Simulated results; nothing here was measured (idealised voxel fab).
Proc. module: voxel self aligned contacts
Square cell edge 5 nm, section width 200 nm, ID cut.
In this document a cross-section is written as a grid of square cells. It is given as a series of bands, listed from the top down, and a band is one or more rows of cells.
Within each band entry, the heights of the top and of the bottom of the band appear first, in that order and in nm; the materials of the band then follow from left to right, each with its corresponding width in nm. The designation "all across" on a single material indicates that it fills the band from edge to edge; the designation "empty" indicates empty space.
We count height from 0. Below that, the starting wafer is all one material. The lowest band never ends at the bottom but goes on down; see "from 0 down" for how that is written.
So if you see something like "30->40" for the width, read it as the top row of the band sitting at the first number and the bottom row at the second, with every row in between moving by the same amount as the last.
"no change occurred" for a step: no cell of the cross-section changed in that step.
What "Tabulated closed voids" gives you is every empty space of 8 cells or more that is cut off from the top. Each appears as width x height at distance, with the distance taken from the left edge and width, height and distance all in nm.
On a step's line, text after the settings is the simulator commenting on that step.
Steps that use a mask can have "overlay nm" on their line. It says how far the mask sat to the right of where it was meant to be. Negative means to the left.

-- Process steps foreseen in the plan
- 1: RECEIVE | material Si
- 2: CONFORMAL_DEP | material SiO2 | thk nm 5
- 3: DIRECTIONAL_DEP | material polySi | thk nm 20
- 4: DIRECTIONAL_DEP | material SiN | thk nm 20
- 5: PATTERN | tone cover | mask id GATE | material resist | width nm 35 | pitch nm 70 | thk nm 20 | overlay nm 0
- 6: DIRECTIONAL_ETCH | etch materials SiN | depth nm 20
- 7: DIRECTIONAL_ETCH | etch materials polySi | depth nm 20
- 8: STRIP | etch materials resist
- 9: CONFORMAL_DEP | material SiN | thk nm 5
- 10: DIRECTIONAL_ETCH | etch materials SiN | depth nm 5
- 11: FILL_DEP | material SiO2 | thk nm 20
- 12: CMP | height nm 55
- 13: MASKED_ETCH | tone open | mask id CONTACT | width nm 55 | etch materials SiO2 | depth nm 55 | overlay nm 0
- 14: CONFORMAL_DEP | material TiN | thk nm 5
- 15: FILL_DEP | material Ru | thk nm 5
- 16: CMP | height nm 55
- 17: CONFORMAL_DEP | material SiN | thk nm 5

-- As-received state of the wafer in cross-section, equivalent to post-step 1
from 0 down  Si all across
Tabulated closed voids: none

-- The cross-section shown corresponds to the wafer at the conclusion of the module. The initial structure and the process plan are those presented above; however, one mistake occurred in executing the plan
from 60 to 55  SiN all across
from 55 to 45  SiO2=70, TiN=5->15, Ru=45->15, TiN=5->25, SiO2=75
from 45 to 25  SiO2=35, SiN=45, TiN=5, Ru=15, TiN=5, SiN=45, SiO2=50
from 25 to 5  SiO2=35, SiN=5, polySi=35, SiN=5, TiN=5, Ru=15, TiN=5, SiN=5, polySi=35, SiN=5, SiO2=50
from 5 to 0  SiO2=80, TiN=25, SiO2=95
from 0 down  Si all across
Tabulated closed voids: none
It is concluded that the wafer was processed incorrectly with respect to the plan, in that the process deviated at step 5: the operation and settings actually run there were PATTERN | tone cover | mask id GATE | material resist | width nm 35 | pitch nm 70 | thk nm 20 | overlay nm -5
